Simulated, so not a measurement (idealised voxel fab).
Process module under the name voxel self aligned vias
Cross-sectional view cut (width: 235 nm; square cell size: 5 nm).
Square cells in a grid make up a cross-section in this document, and the grid is given as bands, listed from the top down, each one or more rows of cells.
For a band, the entry starts with two heights in nm, that of the top and then that of the bottom, and carries on with the band's materials in order from left to right, each alongside its width in nm; the word "throughout" beside a single material means it fills the band edge to edge, and "empty" means empty space.
Height 0 is the level under which the wafer as received is all one material. The lowest band goes on downwards, as in "from 0 down".
The two numbers in a width such as "30..40" mark its ends across the band: the first belongs to the top row of cells, the second to the bottom row, and from each row to the next the width moves by the same amount.
The cross-section has no changed cell in any step marked "no change".
This entry, "Enclosed void catalog", enumerates those empty regions of no fewer than 8 cells that possess no open connection to the top. Each region is reported in the form width x height at distance, the distance being taken from the left edge, with all three quantities expressed in nm.
It should be noted that, on the line of a given step, the content following the step's settings is a remark produced by the simulator itself with respect to that step.
overlay nm: how far to the right of its planned place the mask lay on this masked step (negative: to the left).
**Planned process steps**
- 1: RECEIVE (material Si)
- 2: CONFORMAL_DEP (material SiO2; thk nm 15)
- 3: CONFORMAL_DEP (material SiCN; thk nm 5)
- 4: DIRECTIONAL_DEP (material SiO2; thk nm 30)
- 5: MASKED_ETCH (tone open; mask id LINES; width nm 25; pitch nm 60; etch materials SiO2; depth nm 30; overlay nm 0)
- 6: CONFORMAL_DEP (material TiN; thk nm 5)
- 7: FILL_DEP (material W; thk nm 10)
- 8: CMP (height nm 50)
- 9: SELECTIVE_ETCH (etch materials W Ru TiN; depth nm 5)
- 10: FILL_DEP (material SiN; thk nm 5)
- 11: CMP (height nm 50)
- 12: DIRECTIONAL_DEP (material SiO2; thk nm 15)
- 13: MASKED_ETCH (tone open; mask id VIAS; width nm 35; pitch nm 60; etch materials SiO2; depth nm 15; overlay nm 0)
- 14: MASKED_ETCH (tone open; mask id VIAS; width nm 35; pitch nm 60; etch materials SiN; depth nm 5; overlay nm 0)
- 15: CONFORMAL_DEP (material TiN; thk nm 5)
- 16: FILL_DEP (material Cu; thk nm 5)
- 17: CMP (height nm 65)
- 18: CONFORMAL_DEP (material SiCN; thk nm 5)
**Cross-section of the incoming wafer, state after step 1**
* from 0 down  Si throughout
* Enclosed void catalog: none
**The cross-section shown corresponds to the wafer at the conclusion of the module. The initial structure and the process plan are those presented above; however, one mistake occurred in executing the plan**
* from 70 to 65  SiCN throughout
* from 65 to 50  SiO2=70  TiN=5  Cu=25  TiN=5  SiO2=25  TiN=5  Cu=25  TiN=5  SiO2=70
* from 50 to 45  SiN=70  TiN=35  SiN=25  TiN=35  SiN=70
* from 45 to 40  W throughout
* from 40 to 35  TiN=80  W=15  TiN=45  W=15  TiN=80
* from 35 to 10  SiO2=75  TiN=5  W=15  TiN=5  SiO2=35  TiN=5  W=15  TiN=5  SiO2=75
* from 10 to 5  SiO2=75  TiN=25  SiO2=35  TiN=25  SiO2=75
* from 5 to 0  SiCN throughout
* from 0 down  Si throughout
* Enclosed void catalog: none
Heads up, the wafer didn't run the way we planned it: step 2 in the plan did not get run; it was skipped
